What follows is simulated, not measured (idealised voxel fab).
process module | voxel ribs on slabs
cross-section cut | 175 nm wide | cells 5 nm
A cross-section is a grid of square cells, given in bands from the top down. A band is one or more rows of cells.
Each band's line starts with the height of the band's top and of its bottom, in nm. Then come its materials from left to right, each with its width in nm. One material with "throughout" fills the band from edge to edge. "air" is empty space.
Height 0 is the level under which the wafer as received is all one material. The lowest band goes on downwards, as in "0 down".
A width such as "30 to 40" changes by the same amount from each row of cells to the next, from the band's top row to its bottom row.
"no change" after a step means that no cell of the cross-section changed.
closed voids: empty space of 8 cells or more with no open way to the top, each as width x height at its distance from the left edge, in nm
after a step's settings: what the simulator itself notes on the step
overlay nm, on a step with a mask: how far to the right of its planned place the mask lay; to the left if negative
plan
1 op RECEIVE | material Si
2 op DIRECTIONAL_DEP | material SiO2 | thk nm 30
3 op DIRECTIONAL_DEP | material polySi | thk nm 25
4 op MASKED_ETCH | tone cover | mask id RIB | width nm 25 | etch materials polySi | depth nm 15 | overlay nm 0
5 op MASKED_ETCH | tone cover | mask id SLAB | width nm 65 | etch materials polySi | depth nm 10 | overlay nm -15
6 op FILL_DEP | material SiO2 | thk nm 25
7 op CMP | height nm 70
8 op DIRECTIONAL_DEP | material W | thk nm 5
9 op MASKED_ETCH | tone cover | mask id HEATER | width nm 35 | etch materials W | depth nm 5 | overlay nm 0
10 op CONFORMAL_DEP | material SiN | thk nm 5
varied across the wafers: overlay nm of step 5. The plan shows the first wafer's value. All wafers start alike
first wafer as received, after step 1
  0 down: Si throughout
  closed voids: none
each wafer at the end: cells of each material gained (+) or lost (-) since it was received, then its closed voids
overlay nm -15 | +37 SiN | +449 SiO2 | +7 W | +41 polySi | closed voids: none
overlay nm -10 | +37 SiN | +449 SiO2 | +7 W | +41 polySi | closed voids: none
overlay nm -5 | +37 SiN | +449 SiO2 | +7 W | +41 polySi | closed voids: none
overlay nm 0 | +37 SiN | +449 SiO2 | +7 W | +41 polySi | closed voids: none
overlay nm 5 | +37 SiN | +449 SiO2 | +7 W | +41 polySi | closed voids: none
overlay nm 10 | +37 SiN | +449 SiO2 | +7 W | +41 polySi | closed voids: none
overlay nm 15 | +37 SiN | +449 SiO2 | +7 W | +41 polySi | closed voids: none
